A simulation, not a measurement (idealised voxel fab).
The following process module bears the name voxel transistor to metal.
For reference, the cross-section in this document is cut, with width 170 nm and square cells of 5 nm.
Think of the cross-section as a grid of square cells. We describe it in bands, top to bottom, and each band covers one or more rows of those cells. For a band, the entry starts with two heights in nm, that of the top and then that of the bottom, and carries on with the band's materials in order from left to right, each alongside its width in nm; the word "all across" beside a single material means it fills the band edge to edge, and "blank" means empty space. Height 0 is the level under which the wafer as received is all one material. The lowest band goes on downwards, as in "0 and below". You'd read "30->40" like this: the band's top row of cells is as wide as the first number, its bottom row is as wide as the second, and going down, every row changes width by the same amount as the row before did. Given "remains unaltered" for a step, no cell of the cross-section differs between before and after that step. "Closed internal voids" specifies each empty space that is not open to the top and that occupies no fewer than 8 cells, using the form width x height at distance, the distance measured from the left edge and all three quantities in nm. Past the settings on a step's line: simulator remark, on that step. Steps that use a mask can have "overlay nm" on their line. It says how far the mask sat to the right of where it was meant to be. Negative means to the left.
**Set out below are the planned steps of the process**
- 1: RECEIVE (material Si)
- 2: OXIDIZE (depth nm 5)
- 3: CONFORMAL_DEP (material SiN; thk nm 10)
- 4: MASKED_ETCH (tone cover; mask id ACTIVE; width nm 110; etch materials SiN; depth nm 10; overlay nm 0)
- 5: MASKED_ETCH (tone cover; mask id ACTIVE; width nm 110; etch materials SiO2; depth nm 5; overlay nm 0)
- 6: MASKED_ETCH (tone cover; mask id ACTIVE; width nm 110; etch materials Si; depth nm 20; overlay nm 0)
- 7: OXIDIZE (depth nm 5)
- 8: FILL_DEP (material SiO2; thk nm 15)
- 9: CMP (height nm 10)
- 10: SELECTIVE_ETCH (etch materials SiO2; depth nm 10)
- 11: STRIP (etch materials SiN)
- 12: SELECTIVE_ETCH (etch materials SiO2; depth nm 5)
- 13: OXIDIZE (depth nm 5)
- 14: DIRECTIONAL_DEP (material polySi; thk nm 20)
- 15: DIRECTIONAL_DEP (material SiCN; thk nm 10)
- 16: DIRECTIONAL_DEP (material aC; thk nm 15)
- 17: PATTERN (tone cover; mask id GATE; material resist; width nm 30; thk nm 35; overlay nm 0)
- 18: DIRECTIONAL_ETCH (etch materials aC; depth nm 15)
- 19: STRIP (etch materials resist)
- 20: DIRECTIONAL_ETCH (etch materials SiCN; depth nm 20)
- 21: DIRECTIONAL_ETCH (etch materials polySi; depth nm 30)
- 22: STRIP (etch materials aC)
- 23: CONFORMAL_DEP (material SiO2; thk nm 5)
- 24: DIRECTIONAL_ETCH (etch materials SiO2; depth nm 5)
- 25: CONFORMAL_DEP (material SiN; thk nm 5)
- 26: DIRECTIONAL_ETCH (etch materials SiN; depth nm 5)
- 27: DIRECTIONAL_ETCH (etch materials SiO2; depth nm 5)
- 28: DIRECTIONAL_ETCH (etch materials Si; depth nm 10)
- 29: EPI (material SiGe; thk nm 15)
- 30: FILL_DEP (material SiO2; thk nm 10)
- 31: CMP (height nm 15)
- 32: STRIP (etch materials polySi)
- 33: SELECTIVE_ETCH (etch materials SiO2; depth nm 5)
- 34: CONFORMAL_DEP (material HfO2; thk nm 5)
- 35: CONFORMAL_DEP (material TiN; thk nm 5)
- 36: FILL_DEP (material W; thk nm 5)
- 37: CMP (height nm 10)
- 38: DIRECTIONAL_DEP (material SiO2; thk nm 10)
- 39: MASKED_ETCH (tone open; mask id CONTACT; width nm 20; pitch nm 80; etch materials SiO2; depth nm 25; overlay nm 0)
- 40: CONFORMAL_DEP (material TiN; thk nm 5)
- 41: FILL_DEP (material W; thk nm 10)
- 42: CMP (height nm 20)
- 43: DIRECTIONAL_DEP (material TiN; thk nm 5)
- 44: DIRECTIONAL_DEP (material W; thk nm 20)
- 45: PATTERN (tone cover; mask id METAL_1; material resist; width nm 20; pitch nm 80; thk nm 20; overlay nm 0)
- 46: DIRECTIONAL_ETCH (etch materials W; depth nm 20)
- 47: DIRECTIONAL_ETCH (etch materials TiN; depth nm 5)
- 48: STRIP (etch materials resist)
- 49: CONFORMAL_DEP (material SiN; thk nm 5)
- 50: FILL_DEP (material lowk; thk nm 10)
- 51: CMP (height nm 45)
- 52: CONFORMAL_DEP (material SiN; thk nm 5)
**as received, after step 1**
> 0 and below = Si all across
> Closed internal voids: none
**As-planned run: cross-section of the first of two wafers at end of module**
> 50 down to 45 = SiN all across
> 45 down to 25 = lowk=30 | SiN=5 | W=20 | SiN=5 | lowk=50 | SiN=5 | W=20 | SiN=5 | lowk=30
> 25 down to 20 = SiN=35 | TiN=20 | SiN=60 | TiN=20 | SiN=35
> 20 down to 10 = SiO2=35 | TiN=5 | W=10 | TiN=5 | SiO2=60 | TiN=5 | W=10 | TiN=5 | SiO2=35
> 10 down to 5 = SiO2=35 | TiN=20 | SiO2=5 | SiN=5 | HfO2=5 | TiN=5 | W=20 | TiN=5 | HfO2=5 | SiN=5 | SiO2=5 | TiN=20 | SiO2=35
> 5 down to 0 = SiO2=35 | TiN=10 | SiGe=15 | SiN=5 | HfO2=5 | TiN=5 | W=20 | TiN=5 | HfO2=5 | SiN=5 | SiGe=15 | TiN=10 | SiO2=35
> 0 down to -5 = SiO2=35 | TiN=10 | SiGe=15 | SiN=5 | HfO2=5 | TiN=30 | HfO2=5 | SiN=5 | SiGe=15 | TiN=10 | SiO2=35
> -5 down to -10 = SiO2=30 | SiGe=30 | SiO2=5 | HfO2=40 | SiO2=5 | SiGe=30 | SiO2=30
> -10 down to -20 = SiO2=35 | SiGe=25 | Si=50 | SiGe=25 | SiO2=35
> -20 down to -30 = SiO2=35 | Si=100 | SiO2=35
> -30 and below = Si all across
> Closed internal voids: none
**End of module, second wafer, cross-section. Started like the first, planned like the first, run with one mistake**
> 50 down to 45 = SiN all across
> 45 down to 25 = lowk=30 | SiN=5 | W=20 | SiN=5 | lowk=50 | SiN=5 | W=20 | SiN=5 | lowk=30
> 25 down to 20 = SiN=35 | TiN=20 | SiN=60 | TiN=20 | SiN=35
> 20 down to 15 = SiO2=35 | TiN=5 | W=10 | TiN=5 | SiO2=60 | TiN=5 | W=10 | TiN=5 | SiO2=35
> 15 down to 10 = SiO2=35 | TiN=20 | SiO2=60 | TiN=20 | SiO2=35
> 10 down to 0 = SiO2=15 | SiGe=45 | SiN=5 | HfO2=5 | TiN=5 | W=20 | TiN=5 | HfO2=5 | SiN=5 | SiGe=45 | SiO2=15
> 0 down to -5 = SiO2=15 | SiGe=45 | SiN=5 | HfO2=5 | TiN=30 | HfO2=5 | SiN=5 | SiGe=45 | SiO2=15
> -5 down to -10 = SiO2=15 | SiGe=45 | SiO2=5 | HfO2=40 | SiO2=5 | SiGe=45 | SiO2=15
> -10 down to -20 = SiO2=35 | SiGe=25 | Si=50 | SiGe=25 | SiO2=35
> -20 down to -30 = SiO2=35 | Si=100 | SiO2=35
> -30 and below = Si all across
> Closed internal voids: none
Against the plan, the run slipped here: twice over, step 29 of the plan was run
Wafer comparison, final, in cells, second relative to first, materials more or fewer: SiGe +48; SiO2 -32; TiN -12; W -4
